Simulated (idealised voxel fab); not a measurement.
voxel local oxidation: a process module
cross-section cut | 240 nm wide | cells 5 nm
Cross-section spec: square-cell grid; bands listed top down; each band is one or more rows. Each band's line starts with the height of the band's top and of its bottom, in nm. Then come its materials from left to right, each with its width in nm. One material with "everywhere" fills the band from edge to edge. "blank" is empty space. Below 0: as-received wafer, all one material; heights counted from there. Lowest band: no bottom, goes on down, written "top 0, no bottom". A width given as "30..40" starts at the first number in the band's top row and ends at the second number in its bottom row, shifting by an equal amount at every step from row to row. It should be understood that the words "everything unchanged", when stated for a given step, signify that the cross-section underwent no change in any of its cells during that step. In the "Tabulated closed voids" entry, you get each enclosed empty space of 8 cells or more, one with no open way to the top, written width x height at distance, distance from the left edge, in nm. On a step's line, text after the settings is the simulator commenting on that step. Among the settings permitted on a step's line is "overlay nm"; applied to a step with a mask, it specifies the extent to which the mask lay to the right of its planned position, whereas a negative figure signifies a position to the left.
THESE ARE THE STEPS WE PLANNED FOR THE PROCESS
step 1: RECEIVE, material Si
step 2: CONFORMAL_DEP, material SiO2, thk nm 5
step 3: CONFORMAL_DEP, material SiN, thk nm 10
step 4: PATTERN, tone cover, mask id ACTIVE, material resist, width nm 95, thk nm 15, overlay nm 0
step 5: DIRECTIONAL_ETCH, etch materials SiN, depth nm 10
step 6: STRIP, etch materials resist
step 7: SELECTIVE_ETCH, etch materials SiO2, depth nm 5
step 8: OXIDIZE, depth nm 10
step 9: STRIP, etch materials SiN
FIRST WAFER OF TWO (RUN AS PLANNED)
AS RECEIVED, AFTER STEP 1
    top 0, no bottom  Si everywhere
    Tabulated closed voids: none
STEP 2 DONE - WAFER CROSS-SECTION
    top 5, bottom 0  SiO2 everywhere
    At heights below 0, the structure remains unaltered.
STEP 3 DONE - WAFER CROSS-SECTION
    top 15, bottom 5  SiN everywhere
    At heights below 5, the structure remains unaltered.
STEP 4 DONE - WAFER CROSS-SECTION
    top 30, bottom 15  blank 70, resist 95, blank 75
    At heights below 15, the structure remains unaltered.
STEP 5 DONE - WAFER CROSS-SECTION
    top 30, bottom 15  blank 70, resist 95, blank 75
    top 15, bottom 5  blank 70, SiN 95, blank 75
    At heights below 5, the structure remains unaltered.
STEP 6 DONE - WAFER CROSS-SECTION
    top 15, bottom 5  blank 70, SiN 95, blank 75
    At heights below 5, the structure remains unaltered.
STEP 7 DONE - WAFER CROSS-SECTION
    top 15, bottom 5  blank 70, SiN 95, blank 75
    top 5, bottom 0  blank 75, SiO2 85, blank 80
    At heights below 0, the structure remains unaltered.
STEP 8 DONE - WAFER CROSS-SECTION
    top 15, bottom 5  blank 70, SiN 95, blank 75
    top 5, bottom 0  blank 75, SiO2 85, blank 80
    top 0, bottom -10  SiO2 85, Si 65, SiO2 90
    At heights below -10, the structure remains unaltered.
STEP 9 DONE - WAFER CROSS-SECTION
    top 5, bottom 0  blank 75, SiO2 85, blank 80
    At heights below 0, the structure remains unaltered.
COMPANION WAFER, THE SECOND OF TWO: SAME BEGINNING, SAME INTENDED SEQUENCE, ONE MISTAKE IN CARRYING IT OUT; THROUGH STEP 8 INCLUSIVE IT TRACKS THE FIRST EXACTLY
CROSS-SECTION OF THE SECOND WAFER WHEN, ACCORDING TO PLAN, STEP 9 SHOULD HAVE FINISHED
    top 0, bottom -10  blank 85, Si 65, blank 90
    At heights below -10, the structure remains unaltered.
what went wrong: contrary to plan, step 9 was performed as STRIP, etch materials SiO2
Wafer comparison, final, in cells, second relative to first, materials more or fewer: SiO2 -87
